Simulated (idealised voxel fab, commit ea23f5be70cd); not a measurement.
You're looking at the process module voxel wiring stack.
Displayed cross-section: cut, width of 275 nm, square cells sized 5 nm.
Heads up, the way a cross-section reads in here is a grid of square cells, handed over as bands from the top down, with every band being one or more rows of cells. The band entry comprises the height of the band's top followed by the height of its bottom, expressed in nm, and subsequently the band's materials from left to right, each stated together with its width in nm. Where a single material is marked with the word "edge to edge", that material fills the band from edge to edge. The word "air" represents empty space. Heads up on the height convention: 0 is the point under which the incoming wafer is all one material, and the lowest band has no bottom, it just keeps going down, like "0 -> down". Quick explanation for "30->40": the width changes in equal steps down the rows of cells, from the first number in the band's top row to the second number in its bottom row. "no modifications" after a step means that no cell of the cross-section changed. Listed in "Voids, fully enclosed": every empty space of 8 or more cells without an open way to the top. Form: width x height at distance, the distance being from the left edge, all in nm. Whatever follows a step's settings on its line is a remark the simulator itself makes about that step. "overlay nm" on a masked step: distance the mask lay right of its planned place, negative for left.

These are the steps we planned for the process:
1,RECEIVE, material Si
2,CONFORMAL_DEP, material SiO2, thk nm 15
3,CONFORMAL_DEP, material SiCN, thk nm 5
4,DIRECTIONAL_DEP, material SiO2, thk nm 20
5,DIRECTIONAL_DEP, material aC, thk nm 15
6,PATTERN, tone open, mask id METAL_1, material resist, width nm 30, pitch nm 45, thk nm 30, overlay nm 0
7,DIRECTIONAL_ETCH, etch materials aC, depth nm 15
8,STRIP, etch materials resist
9,DIRECTIONAL_ETCH, etch materials SiO2, depth nm 20
10,DIRECTIONAL_ETCH, etch materials SiCN, depth nm 5
11,STRIP, etch materials aC
12,CONFORMAL_DEP, material TiN, thk nm 5
13,FILL_DEP, material Cu, thk nm 5
14,CMP, height nm 40
15,CONFORMAL_DEP, material SiCN, thk nm 5
16,DIRECTIONAL_DEP, material lowk, thk nm 30
17,PATTERN, tone open, mask id METAL_2, material resist, width nm 30, pitch nm 45, thk nm 15, overlay nm 0
18,DIRECTIONAL_ETCH, etch materials lowk, depth nm 15
19,STRIP, etch materials resist
20,PATTERN, tone open, mask id METAL_2_HOLES, material resist, width nm 15, pitch nm 90, thk nm 20, overlay nm 0
21,DIRECTIONAL_ETCH, etch materials lowk, depth nm 15
22,DIRECTIONAL_ETCH, etch materials SiCN, depth nm 5
23,STRIP, etch materials resist
24,CONFORMAL_DEP, material TiN, thk nm 5
25,FILL_DEP, material Cu, thk nm 5
26,CMP, height nm 75
27,CONFORMAL_DEP, material SiCN, thk nm 5
28,DIRECTIONAL_DEP, material lowk, thk nm 25
29,DIRECTIONAL_DEP, material aC, thk nm 15
30,PATTERN, tone open, mask id METAL_3, material resist, width nm 30, pitch nm 45, thk nm 30, overlay nm 0
31,DIRECTIONAL_ETCH, etch materials aC, depth nm 15
32,STRIP, etch materials resist
33,DIRECTIONAL_ETCH, etch materials lowk, depth nm 15
34,STRIP, etch materials aC
35,DIRECTIONAL_DEP, material aC, thk nm 10
36,PATTERN, tone open, mask id METAL_3_HOLES, material resist, width nm 15, pitch nm 90, thk nm 25, overlay nm 0
37,DIRECTIONAL_ETCH, etch materials aC, depth nm 10
38,STRIP, etch materials resist
39,DIRECTIONAL_ETCH, etch materials lowk, depth nm 10
40,DIRECTIONAL_ETCH, etch materials SiCN, depth nm 5
41,STRIP, etch materials aC
42,CONFORMAL_DEP, material TiN, thk nm 5
43,FILL_DEP, material Cu, thk nm 5
44,CMP, height nm 105
45,CONFORMAL_DEP, material SiCN, thk nm 5

Of two wafers, the first: run according to plan:

Incoming wafer in cross-section (state: after step 1):
0 -> down | Si edge to edge
Voids, fully enclosed: none

Cross-section through the wafer, step 2 finished:
15 -> 0 | SiO2 edge to edge
Below 0, no change.

Cross-section through the wafer, step 3 finished:
20 -> 15 | SiCN edge to edge
Below 15, no change.

Cross-section through the wafer, step 4 finished:
40 -> 20 | SiO2 edge to edge
Below 20, no change.

Cross-section through the wafer, step 5 finished:
55 -> 40 | aC edge to edge
Below 40, no change.

Cross-section through the wafer, step 6 finished:
85 -> 55 | resist: 75  air: 30  resist: 15  air: 30  resist: 15  air: 30  resist: 80
Below 55, no change.

Cross-section through the wafer, step 7 finished:
70 -> 55 | resist: 75  air: 30  resist: 15  air: 30  resist: 15  air: 30  resist: 80
55 -> 40 | aC: 75  air: 30  aC: 15  air: 30  aC: 15  air: 30  aC: 80
Below 40, no change.

Cross-section through the wafer, step 8 finished:
55 -> 40 | aC: 75  air: 30  aC: 15  air: 30  aC: 15  air: 30  aC: 80
Below 40, no change.

Cross-section through the wafer, step 9 finished:
55 -> 40 | aC: 75  air: 30  aC: 15  air: 30  aC: 15  air: 30  aC: 80
40 -> 20 | SiO2: 75  air: 30  SiO2: 15  air: 30  SiO2: 15  air: 30  SiO2: 80
Below 20, no change.

Cross-section through the wafer, step 10 finished:
55 -> 40 | aC: 75  air: 30  aC: 15  air: 30  aC: 15  air: 30  aC: 80
40 -> 20 | SiO2: 75  air: 30  SiO2: 15  air: 30  SiO2: 15  air: 30  SiO2: 80
20 -> 15 | SiCN: 75  air: 30  SiCN: 15  air: 30  SiCN: 15  air: 30  SiCN: 80
Below 15, no change.

Cross-section through the wafer, step 11 finished:
40 -> 20 | SiO2: 75  air: 30  SiO2: 15  air: 30  SiO2: 15  air: 30  SiO2: 80
Below 20, no change.

Cross-section through the wafer, step 12 finished:
45 -> 40 | TiN: 80  air: 20  TiN: 25  air: 20  TiN: 25  air: 20  TiN: 85
40 -> 20 | SiO2: 75  TiN: 5  air: 20  TiN: 5  SiO2: 15  TiN: 5  air: 20  TiN: 5  SiO2: 15  TiN: 5  air: 20  TiN: 5  SiO2: 80
20 -> 15 | SiCN: 75  TiN: 30  SiCN: 15  TiN: 30  SiCN: 15  TiN: 30  SiCN: 80
Below 15, no change.

Cross-section through the wafer, step 13 finished:
50 -> 45 | Cu edge to edge
45 -> 40 | TiN: 80  Cu: 20  TiN: 25  Cu: 20  TiN: 25  Cu: 20  TiN: 85
40 -> 20 | SiO2: 75  TiN: 5  Cu: 20  TiN: 5  SiO2: 15  TiN: 5  Cu: 20  TiN: 5  SiO2: 15  TiN: 5  Cu: 20  TiN: 5  SiO2: 80
Below 20, no change.

Cross-section through the wafer, step 14 finished:
40 -> 20 | SiO2: 75  TiN: 5  Cu: 20  TiN: 5  SiO2: 15  TiN: 5  Cu: 20  TiN: 5  SiO2: 15  TiN: 5  Cu: 20  TiN: 5  SiO2: 80
Below 20, no change.

Cross-section through the wafer, step 15 finished:
45 -> 40 | SiCN edge to edge
Below 40, no change.

Cross-section through the wafer, step 16 finished:
75 -> 45 | lowk edge to edge
Below 45, no change.

Cross-section through the wafer, step 17 finished:
90 -> 75 | resist: 75  air: 30  resist: 15  air: 30  resist: 15  air: 30  resist: 80
Below 75, no change.

Cross-section through the wafer, step 18 finished:
90 -> 75 | resist: 75  air: 30  resist: 15  air: 30  resist: 15  air: 30  resist: 80
75 -> 60 | lowk: 75  air: 30  lowk: 15  air: 30  lowk: 15  air: 30  lowk: 80
Below 60, no change.

Cross-section through the wafer, step 19 finished:
75 -> 60 | lowk: 75  air: 30  lowk: 15  air: 30  lowk: 15  air: 30  lowk: 80
Below 60, no change.

Cross-section through the wafer, step 20 finished:
95 -> 75 | resist: 75  air: 15  resist: 75  air: 15  resist: 95
75 -> 60 | lowk: 75  air: 15  resist: 15  lowk: 15  resist: 30  lowk: 15  air: 15  resist: 15  lowk: 80
Below 60, no change.

Cross-section through the wafer, step 21 finished:
95 -> 75 | resist: 75  air: 15  resist: 75  air: 15  resist: 95
75 -> 60 | lowk: 75  air: 15  resist: 15  lowk: 15  resist: 30  lowk: 15  air: 15  resist: 15  lowk: 80
60 -> 45 | lowk: 75  air: 15  lowk: 75  air: 15  lowk: 95
Below 45, no change.

Cross-section through the wafer, step 22 finished:
95 -> 75 | resist: 75  air: 15  resist: 75  air: 15  resist: 95
75 -> 60 | lowk: 75  air: 15  resist: 15  lowk: 15  resist: 30  lowk: 15  air: 15  resist: 15  lowk: 80
60 -> 45 | lowk: 75  air: 15  lowk: 75  air: 15  lowk: 95
45 -> 40 | SiCN: 75  air: 15  SiCN: 75  air: 15  SiCN: 95
Below 40, no change.

Cross-section through the wafer, step 23 finished:
75 -> 60 | lowk: 75  air: 30  lowk: 15  air: 30  lowk: 15  air: 30  lowk: 80
Below 60, no change.

Cross-section through the wafer, step 24 finished:
80 -> 75 | TiN: 80  air: 20  TiN: 25  air: 20  TiN: 25  air: 20  TiN: 85
75 -> 65 | lowk: 75  TiN: 5  air: 20  TiN: 5  lowk: 15  TiN: 5  air: 20  TiN: 5  lowk: 15  TiN: 5  air: 20  TiN: 5  lowk: 80
65 -> 60 | lowk: 75  TiN: 5  air: 5  TiN: 20  lowk: 15  TiN: 30  lowk: 15  TiN: 5  air: 5  TiN: 20  lowk: 80
60 -> 45 | lowk: 75  TiN: 5  air: 5  TiN: 5  lowk: 75  TiN: 5  air: 5  TiN: 5  lowk: 95
45 -> 40 | SiCN: 75  TiN: 15  SiCN: 75  TiN: 15  SiCN: 95
Below 40, no change.

Cross-section through the wafer, step 25 finished:
85 -> 80 | Cu edge to edge
80 -> 75 | TiN: 80  Cu: 20  TiN: 25  Cu: 20  TiN: 25  Cu: 20  TiN: 85
75 -> 65 | lowk: 75  TiN: 5  Cu: 20  TiN: 5  lowk: 15  TiN: 5  Cu: 20  TiN: 5  lowk: 15  TiN: 5  Cu: 20  TiN: 5  lowk: 80
65 -> 60 | lowk: 75  TiN: 5  Cu: 5  TiN: 20  lowk: 15  TiN: 30  lowk: 15  TiN: 5  Cu: 5  TiN: 20  lowk: 80
60 -> 45 | lowk: 75  TiN: 5  Cu: 5  TiN: 5  lowk: 75  TiN: 5  Cu: 5  TiN: 5  lowk: 95
Below 45, no change.

Cross-section through the wafer, step 26 finished:
75 -> 65 | lowk: 75  TiN: 5  Cu: 20  TiN: 5  lowk: 15  TiN: 5  Cu: 20  TiN: 5  lowk: 15  TiN: 5  Cu: 20  TiN: 5  lowk: 80
Below 65, no change.

Cross-section through the wafer, step 27 finished:
80 -> 75 | SiCN edge to edge
Below 75, no change.

Cross-section through the wafer, step 28 finished:
105 -> 80 | lowk edge to edge
Below 80, no change.

Cross-section through the wafer, step 29 finished:
120 -> 105 | aC edge to edge
Below 105, no change.

Cross-section through the wafer, step 30 finished:
150 -> 120 | resist: 75  air: 30  resist: 15  air: 30  resist: 15  air: 30  resist: 80
Below 120, no change.

Cross-section through the wafer, step 31 finished:
135 -> 120 | resist: 75  air: 30  resist: 15  air: 30  resist: 15  air: 30  resist: 80
120 -> 105 | aC: 75  air: 30  aC: 15  air: 30  aC: 15  air: 30  aC: 80
Below 105, no change.

Cross-section through the wafer, step 32 finished:
120 -> 105 | aC: 75  air: 30  aC: 15  air: 30  aC: 15  air: 30  aC: 80
Below 105, no change.

Cross-section through the wafer, step 33 finished:
120 -> 105 | aC: 75  air: 30  aC: 15  air: 30  aC: 15  air: 30  aC: 80
105 -> 90 | lowk: 75  air: 30  lowk: 15  air: 30  lowk: 15  air: 30  lowk: 80
Below 90, no change.

Cross-section through the wafer, step 34 finished:
105 -> 90 | lowk: 75  air: 30  lowk: 15  air: 30  lowk: 15  air: 30  lowk: 80
Below 90, no change.

Cross-section through the wafer, step 35 finished:
115 -> 105 | aC: 75  air: 30  aC: 15  air: 30  aC: 15  air: 30  aC: 80
105 -> 100 | lowk: 75  air: 30  lowk: 15  air: 30  lowk: 15  air: 30  lowk: 80
100 -> 90 | lowk: 75  aC: 30  lowk: 15  aC: 30  lowk: 15  aC: 30  lowk: 80
Below 90, no change.

Cross-section through the wafer, step 36 finished:
140 -> 115 | resist: 75  air: 15  resist: 75  air: 15  resist: 95
115 -> 105 | aC: 75  air: 15  resist: 15  aC: 15  resist: 30  aC: 15  air: 15  resist: 15  aC: 80
105 -> 100 | lowk: 75  air: 15  resist: 15  lowk: 15  resist: 30  lowk: 15  air: 15  resist: 15  lowk: 80
Below 100, no change.

Cross-section through the wafer, step 37 finished:
130 -> 115 | resist: 75  air: 15  resist: 75  air: 15  resist: 95
115 -> 105 | aC: 75  air: 15  resist: 15  aC: 15  resist: 30  aC: 15  air: 15  resist: 15  aC: 80
105 -> 100 | lowk: 75  air: 15  resist: 15  lowk: 15  resist: 30  lowk: 15  air: 15  resist: 15  lowk: 80
100 -> 90 | lowk: 75  air: 15  aC: 15  lowk: 15  aC: 30  lowk: 15  air: 15  aC: 15  lowk: 80
Below 90, no change.

Cross-section through the wafer, step 38 finished:
115 -> 105 | aC: 75  air: 30  aC: 15  air: 30  aC: 15  air: 30  aC: 80
105 -> 100 | lowk: 75  air: 30  lowk: 15  air: 30  lowk: 15  air: 30  lowk: 80
Below 100, no change.

Cross-section through the wafer, step 39 finished:
115 -> 105 | aC: 75  air: 30  aC: 15  air: 30  aC: 15  air: 30  aC: 80
105 -> 100 | lowk: 75  air: 30  lowk: 15  air: 30  lowk: 15  air: 30  lowk: 80
100 -> 90 | lowk: 75  air: 15  aC: 15  lowk: 15  aC: 30  lowk: 15  air: 15  aC: 15  lowk: 80
90 -> 80 | lowk: 75  air: 15  lowk: 75  air: 15  lowk: 95
Below 80, no change.

Cross-section through the wafer, step 40 finished:
115 -> 105 | aC: 75  air: 30  aC: 15  air: 30  aC: 15  air: 30  aC: 80
105 -> 100 | lowk: 75  air: 30  lowk: 15  air: 30  lowk: 15  air: 30  lowk: 80
100 -> 90 | lowk: 75  air: 15  aC: 15  lowk: 15  aC: 30  lowk: 15  air: 15  aC: 15  lowk: 80
90 -> 80 | lowk: 75  air: 15  lowk: 75  air: 15  lowk: 95
80 -> 75 | SiCN: 75  air: 15  SiCN: 75  air: 15  SiCN: 95
Below 75, no change.

Cross-section through the wafer, step 41 finished:
105 -> 90 | lowk: 75  air: 30  lowk: 15  air: 30  lowk: 15  air: 30  lowk: 80
Below 90, no change.

Cross-section through the wafer, step 42 finished:
110 -> 105 | TiN: 80  air: 20  TiN: 25  air: 20  TiN: 25  air: 20  TiN: 85
105 -> 95 | lowk: 75  TiN: 5  air: 20  TiN: 5  lowk: 15  TiN: 5  air: 20  TiN: 5  lowk: 15  TiN: 5  air: 20  TiN: 5  lowk: 80
95 -> 90 | lowk: 75  TiN: 5  air: 5  TiN: 20  lowk: 15  TiN: 30  lowk: 15  TiN: 5  air: 5  TiN: 20  lowk: 80
90 -> 80 | lowk: 75  TiN: 5  air: 5  TiN: 5  lowk: 75  TiN: 5  air: 5  TiN: 5  lowk: 95
80 -> 75 | SiCN: 75  TiN: 15  SiCN: 75  TiN: 15  SiCN: 95
Below 75, no change.

Cross-section through the wafer, step 43 finished:
115 -> 110 | Cu edge to edge
110 -> 105 | TiN: 80  Cu: 20  TiN: 25  Cu: 20  TiN: 25  Cu: 20  TiN: 85
105 -> 95 | lowk: 75  TiN: 5  Cu: 20  TiN: 5  lowk: 15  TiN: 5  Cu: 20  TiN: 5  lowk: 15  TiN: 5  Cu: 20  TiN: 5  lowk: 80
95 -> 90 | lowk: 75  TiN: 5  Cu: 5  TiN: 20  lowk: 15  TiN: 30  lowk: 15  TiN: 5  Cu: 5  TiN: 20  lowk: 80
90 -> 80 | lowk: 75  TiN: 5  Cu: 5  TiN: 5  lowk: 75  TiN: 5  Cu: 5  TiN: 5  lowk: 95
Below 80, no change.

Cross-section through the wafer, step 44 finished:
105 -> 95 | lowk: 75  TiN: 5  Cu: 20  TiN: 5  lowk: 15  TiN: 5  Cu: 20  TiN: 5  lowk: 15  TiN: 5  Cu: 20  TiN: 5  lowk: 80
Below 95, no change.

Cross-section through the wafer, step 45 finished:
110 -> 105 | SiCN edge to edge
Below 105, no change.

Second wafer - shared start and plan with the first - one error in running - same as the first up to step 44 inclusive:

Second wafer, cut view, end of step 45 per plan:
120 -> 105 | SiCN edge to edge
Below 105, no change.
what went wrong: step 45 was processed under conditions differing from the plan, specifically as CONFORMAL_DEP, material SiCN, thk nm 15
Once processing is complete, comparing cell counts shows that the second wafer has more or fewer of certain materials than the first: SiCN +110
